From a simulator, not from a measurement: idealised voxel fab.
The document below concerns the process module designated voxel ribs on slabs.
This is section cut - it's 260 nm across, gridded in 5 nm square cells.
Just so we're on the same page, the cross-sections are grids of square cells, and they're listed out in bands top to bottom, each band one or more rows deep. This entry defines a band. It first specifies the height of the band's top and the height of its bottom in nm, and then specifies the band's materials from left to right, stating each material with its width in nm. The word "throughout" identifies a single material that fills the band from edge to edge, while the word "blank" identifies empty space. It should be noted that heights are counted from 0, beneath which the wafer as supplied is of one material throughout, and that the lowest band possesses no lower boundary but continues downward, as written in "top 0, no bottom". Per-row width for "30 to 40": begins at first number (top row of band), ends at second number (bottom row), increment between rows held constant. "no change occurred" for a step: no cell of the cross-section changed in that step. So "Closed internal cavities" is basically the list of trapped voids: any empty space of 8 cells or more that can't reach the top through an opening. They're written width x height at distance, the distance being from the left edge, and it's all nm. Read whatever lies past the settings on a step's line as the simulator's own remark about the step. For masked steps, "overlay nm" on the step line gives how far right of plan the mask actually lay; a minus sign means it lay to the left.

plan
1: RECEIVE with material Si
2: DIRECTIONAL_DEP with material SiO2, thk nm 20
3: DIRECTIONAL_DEP with material polySi, thk nm 25
4: MASKED_ETCH with tone cover, mask id RIB, width nm 20, etch materials polySi, depth nm 20, overlay nm 0
5: DIRECTIONAL_DEP with material aC, thk nm 15
6: PATTERN with tone cover, mask id SLAB, material resist, width nm 60, thk nm 35, overlay nm 0
7: DIRECTIONAL_ETCH with etch materials aC, depth nm 15
8: STRIP with etch materials resist
9: DIRECTIONAL_ETCH with etch materials polySi, depth nm 5
10: STRIP with etch materials aC
11: FILL_DEP with material SiO2, thk nm 15
12: CMP with height nm 55
13: DIRECTIONAL_DEP with material TiN, thk nm 5
14: DIRECTIONAL_DEP with material aC, thk nm 10
15: PATTERN with tone cover, mask id HEATER, material resist, width nm 30, thk nm 30, overlay nm 0
16: DIRECTIONAL_ETCH with etch materials aC, depth nm 10
17: STRIP with etch materials resist
18: DIRECTIONAL_ETCH with etch materials TiN, depth nm 5
19: STRIP with etch materials aC
20: CONFORMAL_DEP with material SiN, thk nm 10

Wafer at receipt (post step 1), cross-section
    top 0, no bottom: Si throughout
    Closed internal cavities: none

Starting wafer: above. Plan: above. Run: one mistake. Cross-section after the module: below
    top 70, bottom 65: blank 105 nm  SiN 50 nm  blank 105 nm
    top 65, bottom 60: SiN throughout
    top 60, bottom 55: SiN 115 nm  TiN 30 nm  SiN 115 nm
    top 55, bottom 40: SiO2 throughout
    top 40, bottom 25: SiO2 120 nm  polySi 20 nm  SiO2 120 nm
    top 25, bottom 20: polySi 100 nm  SiO2 20 nm  polySi 20 nm  SiO2 20 nm  polySi 100 nm
    top 20, bottom 0: SiO2 throughout
    top 0, no bottom: Si throughout
    Closed internal cavities: none
Finding, execution versus plan: step 6 was not run as planned; what actually ran was PATTERN with tone open, mask id SLAB, material resist, width nm 60, thk nm 35, overlay nm 0
